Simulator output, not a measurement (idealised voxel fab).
The process module that follows is named voxel capacitor over wiring.
Displayed cross-section: cut, width of 295 nm, square cells sized 5 nm.
In what follows, cross-sections appear as grids of square cells, described through bands that run from the top down, where every band is one or more rows of cells.
Per band: top height and bottom height in nm, followed by the left-to-right materials and their widths in nm; "all across" marks a single material spanning edge to edge, "air" marks empty space.
All heights in this document are referenced to 0, defined as the level beneath which the wafer, as received, consists entirely of one material. The lowest band is not bounded below; it extends indefinitely downward and is written in the form "0 down".
The two numbers in a width such as "30 to 40" mark its ends across the band: the first belongs to the top row of cells, the second to the bottom row, and from each row to the next the width moves by the same amount.
Step marked "remains unaltered"? Then no cell in the cross-section changed in it.
Basically, "Unvented cavities" tells you about the enclosed voids: empty spaces with no open way to the top, 8 cells or bigger, each written width x height at distance, where distance is from the left edge, all in nm.
What comes after the settings on a step's line is commentary from the simulator itself on that step.
Each step line may optionally specify "overlay nm", which for a step with a mask gives the rightward distance between the mask's planned place and where it lay, a negative value indicating the leftward direction.

Intended process steps:
1) RECEIVE, material Si
2) CONFORMAL_DEP, material SiO2, thk nm 10
3) DIRECTIONAL_DEP, material TiN, thk nm 5
4) DIRECTIONAL_DEP, material W, thk nm 20
5) MASKED_ETCH, tone cover, mask id METAL_1, width nm 30, pitch nm 100, etch materials W, depth nm 20, overlay nm 0
6) MASKED_ETCH, tone cover, mask id METAL_1, width nm 30, pitch nm 100, etch materials TiN, depth nm 5, overlay nm 0
7) FILL_DEP, material SiO2, thk nm 5
8) CMP, height nm 35
9) CONFORMAL_DEP, material SiCN, thk nm 5
10) DIRECTIONAL_DEP, material lowk, thk nm 20
11) MASKED_ETCH, tone open, mask id PLUG_1, width nm 15, etch materials lowk, depth nm 20, overlay nm 0
12) MASKED_ETCH, tone open, mask id PLUG_1, width nm 15, etch materials SiCN, depth nm 5, overlay nm 0
13) EPI, material Ru, thk nm 10
14) EPI, material Ru, thk nm 10
15) EPI, material Ru, thk nm 5
16) DIRECTIONAL_DEP, material TiN, thk nm 5
17) DIRECTIONAL_DEP, material Al2O3, thk nm 5
18) DIRECTIONAL_DEP, material TiN, thk nm 5
19) DIRECTIONAL_DEP, material aC, thk nm 15
20) PATTERN, tone cover, mask id UPPER_PLATE, material resist, width nm 75, thk nm 30, overlay nm 0
21) DIRECTIONAL_ETCH, etch materials aC, depth nm 15
22) STRIP, etch materials resist
23) DIRECTIONAL_ETCH, etch materials TiN, depth nm 5
24) DIRECTIONAL_ETCH, etch materials Al2O3, depth nm 5
25) STRIP, etch materials aC
26) DIRECTIONAL_DEP, material aC, thk nm 10
27) PATTERN, tone cover, mask id LOWER_PLATE, material resist, width nm 85, thk nm 30, overlay nm 0
28) DIRECTIONAL_ETCH, etch materials aC, depth nm 10
29) STRIP, etch materials resist
30) DIRECTIONAL_ETCH, etch materials TiN, depth nm 5
31) STRIP, etch materials aC
32) FILL_DEP, material SiO2, thk nm 20
33) CMP, height nm 90
34) PATTERN, tone open, mask id PLUG_2, material resist, width nm 15, thk nm 15, overlay nm 0
35) DIRECTIONAL_ETCH, etch materials SiO2, depth nm 15
36) STRIP, etch materials resist
37) CONFORMAL_DEP, material TiN, thk nm 5
38) FILL_DEP, material Ru, thk nm 10
39) CMP, height nm 90
40) CONFORMAL_DEP, material SiCN, thk nm 5

Incoming wafer, cross-sectional view, post step 1:
> 0 down | Si all across
> Unvented cavities: none

Wafer at module end, in section. Began as above, planned as above, run with one mistake:
> 95 to 90 | SiCN all across
> 90 to 80 | SiO2 (105) / TiN (5) / Ru (5) / TiN (5) / SiO2 (175)
> 80 to 70 | SiO2 (105 to 95) / TiN (15 to 75) / SiO2 (175 to 125)
> 70 to 65 | SiO2 (95) / Al2O3 (75) / SiO2 (125)
> 65 to 60 | SiO2 (90) / TiN (85) / SiO2 (120)
> 60 to 40 | lowk (95) / Ru (15) / lowk (185)
> 40 to 35 | SiCN (95) / Ru (15) / SiCN (185)
> 35 to 30 | SiO2 (80) / TiN (30) / SiO2 (70) / TiN (30) / SiO2 (85)
> 30 to 10 | W all across
> 10 to 0 | SiO2 all across
> 0 down | Si all across
> Unvented cavities: none
Finding, execution versus plan: steps 3 and 4 run out of order (swapped)
